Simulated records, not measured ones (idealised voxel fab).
Process module, titled voxel ribs on slabs
It is cross-section cut that appears here, measuring 205 nm in width, its square cells being 5 nm in size.
Square cells in a grid make up a cross-section in this document, and the grid is given as bands, listed from the top down, each one or more rows of cells. Heights first: top, then bottom, in nm. Then materials, left to right, each with a width in nm. "edge to edge" on a single material: fills the band edge to edge. "blank": empty space. Measure heights from 0. That's the level where, below it, the as-received wafer is all one material. The lowest band is bottomless and extends downward; write it as in "top 0, no bottom". A width such as "30..40" changes by the same amount from each row of cells to the next, from the band's top row to its bottom row. Where a step carries "stayed the same", the cross-section came out of it unchanged, cell for cell. Empty spaces counting at least 8 cells and having no open way to the top are listed in "Enclosed voids". The notation width x height at distance is used for each, the distance being from the left edge and all three values in nm. after a step's settings: what the simulator itself notes on the step. "overlay nm", when on a step's line for a step with a mask, measures how far to the right of its planned place the mask lay; a negative measure means to the left.

The planned process steps are enumerated hereunder:
| 1 | RECEIVE (material Si) |
| 2 | DIRECTIONAL_DEP (material SiO2; thk nm 25) |
| 3 | DIRECTIONAL_DEP (material polySi; thk nm 15) |
| 4 | DIRECTIONAL_DEP (material aC; thk nm 15) |
| 5 | PATTERN (tone cover; mask id RIB; material resist; width nm 25; thk nm 35; overlay nm 0) |
| 6 | DIRECTIONAL_ETCH (etch materials aC; depth nm 15) |
| 7 | STRIP (etch materials resist) |
| 8 | DIRECTIONAL_ETCH (etch materials polySi; depth nm 5) |
| 9 | STRIP (etch materials aC) |
| 10 | DIRECTIONAL_DEP (material aC; thk nm 15) |
| 11 | PATTERN (tone cover; mask id SLAB; material resist; width nm 85; thk nm 30; overlay nm 0) |
| 12 | DIRECTIONAL_ETCH (etch materials aC; depth nm 15) |
| 13 | STRIP (etch materials resist) |
| 14 | DIRECTIONAL_ETCH (etch materials polySi; depth nm 10) |
| 15 | STRIP (etch materials aC) |
| 16 | FILL_DEP (material SiO2; thk nm 15) |
| 17 | CMP (height nm 50) |
| 18 | DIRECTIONAL_DEP (material TiN; thk nm 10) |
| 19 | DIRECTIONAL_DEP (material aC; thk nm 15) |
| 20 | PATTERN (tone cover; mask id HEATER; material resist; width nm 35; thk nm 35; overlay nm 0) |
| 21 | DIRECTIONAL_ETCH (etch materials aC; depth nm 15) |
| 22 | STRIP (etch materials resist) |
| 23 | DIRECTIONAL_ETCH (etch materials TiN; depth nm 10) |
| 24 | STRIP (etch materials aC) |
| 25 | CONFORMAL_DEP (material SiN; thk nm 10) |

Wafer, first of two, run as planned:

Cross-section of the wafer as it came to us, i.e., already through step 1:
* top 0, no bottom  Si edge to edge
* Enclosed voids: none

After step 2, in cross-section:
* top 25, bottom 0  SiO2 edge to edge
* Below a height of 0, the structure has not been altered.

After step 3, in cross-section:
* top 40, bottom 25  polySi edge to edge
* Below a height of 25, the structure has not been altered.

After step 4, in cross-section:
* top 55, bottom 40  aC edge to edge
* Below a height of 40, the structure has not been altered.

After step 5, in cross-section:
* top 90, bottom 55  90 nm blank  25 nm resist  90 nm blank
* Below a height of 55, the structure has not been altered.

After step 6, in cross-section:
* top 75, bottom 55  90 nm blank  25 nm resist  90 nm blank
* top 55, bottom 40  90 nm blank  25 nm aC  90 nm blank
* Below a height of 40, the structure has not been altered.

After step 7, in cross-section:
* top 55, bottom 40  90 nm blank  25 nm aC  90 nm blank
* Below a height of 40, the structure has not been altered.

After step 8, in cross-section:
* top 55, bottom 40  90 nm blank  25 nm aC  90 nm blank
* top 40, bottom 35  90 nm blank  25 nm polySi  90 nm blank
* Below a height of 35, the structure has not been altered.

After step 9, in cross-section:
* top 40, bottom 35  90 nm blank  25 nm polySi  90 nm blank
* Below a height of 35, the structure has not been altered.

After step 10, in cross-section:
* top 55, bottom 50  90 nm blank  25 nm aC  90 nm blank
* top 50, bottom 40  aC edge to edge
* top 40, bottom 35  90 nm aC  25 nm polySi  90 nm aC
* Below a height of 35, the structure has not been altered.

After step 11, in cross-section:
* top 85, bottom 55  60 nm blank  85 nm resist  60 nm blank
* top 55, bottom 50  60 nm blank  30 nm resist  25 nm aC  30 nm resist  60 nm blank
* Below a height of 50, the structure has not been altered.

After step 12, in cross-section:
* top 70, bottom 55  60 nm blank  85 nm resist  60 nm blank
* top 55, bottom 50  60 nm blank  30 nm resist  25 nm aC  30 nm resist  60 nm blank
* top 50, bottom 40  60 nm blank  85 nm aC  60 nm blank
* top 40, bottom 35  60 nm blank  30 nm aC  25 nm polySi  30 nm aC  60 nm blank
* Below a height of 35, the structure has not been altered.

After step 13, in cross-section:
* top 55, bottom 50  90 nm blank  25 nm aC  90 nm blank
* Below a height of 50, the structure has not been altered.

After step 14, in cross-section:
* top 55, bottom 50  90 nm blank  25 nm aC  90 nm blank
* top 50, bottom 40  60 nm blank  85 nm aC  60 nm blank
* top 40, bottom 35  60 nm blank  30 nm aC  25 nm polySi  30 nm aC  60 nm blank
* top 35, bottom 25  60 nm blank  85 nm polySi  60 nm blank
* Below a height of 25, the structure has not been altered.

After step 15, in cross-section:
* top 40, bottom 35  90 nm blank  25 nm polySi  90 nm blank
* Below a height of 35, the structure has not been altered.

After step 16, in cross-section:
* top 55, bottom 40  SiO2 edge to edge
* top 40, bottom 35  90 nm SiO2  25 nm polySi  90 nm SiO2
* top 35, bottom 25  60 nm SiO2  85 nm polySi  60 nm SiO2
* Below a height of 25, the structure has not been altered.

After step 17, in cross-section:
* top 50, bottom 40  SiO2 edge to edge
* Below a height of 40, the structure has not been altered.

After step 18, in cross-section:
* top 60, bottom 50  TiN edge to edge
* Below a height of 50, the structure has not been altered.

After step 19, in cross-section:
* top 75, bottom 60  aC edge to edge
* Below a height of 60, the structure has not been altered.

After step 20, in cross-section:
* top 110, bottom 75  85 nm blank  35 nm resist  85 nm blank
* Below a height of 75, the structure has not been altered.

After step 21, in cross-section:
* top 95, bottom 75  85 nm blank  35 nm resist  85 nm blank
* top 75, bottom 60  85 nm blank  35 nm aC  85 nm blank
* Below a height of 60, the structure has not been altered.

After step 22, in cross-section:
* top 75, bottom 60  85 nm blank  35 nm aC  85 nm blank
* Below a height of 60, the structure has not been altered.

After step 23, in cross-section:
* top 75, bottom 60  85 nm blank  35 nm aC  85 nm blank
* top 60, bottom 50  85 nm blank  35 nm TiN  85 nm blank
* Below a height of 50, the structure has not been altered.

After step 24, in cross-section:
* top 60, bottom 50  85 nm blank  35 nm TiN  85 nm blank
* Below a height of 50, the structure has not been altered.

After step 25, in cross-section:
* top 70, bottom 60  75 nm blank  55 nm SiN  75 nm blank
* top 60, bottom 50  85 nm SiN  35 nm TiN  85 nm SiN
* Below a height of 50, the structure has not been altered.

It is to be noted that the second wafer proceeded from the same initial state and according to the same plan as the first, although one mistake was committed in its execution; through step 19, inclusive, the two wafers share an identical history:

When step 20 should have ended:
* top 110, bottom 75  90 nm blank  35 nm resist  80 nm blank
* Below a height of 75, the structure has not been altered.

When step 21 should have ended:
* top 95, bottom 75  90 nm blank  35 nm resist  80 nm blank
* top 75, bottom 60  90 nm blank  35 nm aC  80 nm blank
* Below a height of 60, the structure has not been altered.

When step 22 should have ended:
* top 75, bottom 60  90 nm blank  35 nm aC  80 nm blank
* Below a height of 60, the structure has not been altered.

When step 23 should have ended:
* top 75, bottom 60  90 nm blank  35 nm aC  80 nm blank
* top 60, bottom 50  90 nm blank  35 nm TiN  80 nm blank
* Below a height of 50, the structure has not been altered.

When step 24 should have ended:
* top 60, bottom 50  90 nm blank  35 nm TiN  80 nm blank
* Below a height of 50, the structure has not been altered.

When step 25 should have ended:
* top 70, bottom 60  80 nm blank  55 nm SiN  70 nm blank
* top 60, bottom 50  90 nm SiN  35 nm TiN  80 nm SiN
* Below a height of 50, the structure has not been altered.
It is concluded that the wafer was processed incorrectly with respect to the plan, in that step 20, actual vs plan mismatch, actual run PATTERN (tone cover; mask id HEATER; material resist; width nm 35; thk nm 35; overlay nm 5)
The two final wafers agree on how many cells each material fills and disagree on which cells those are.
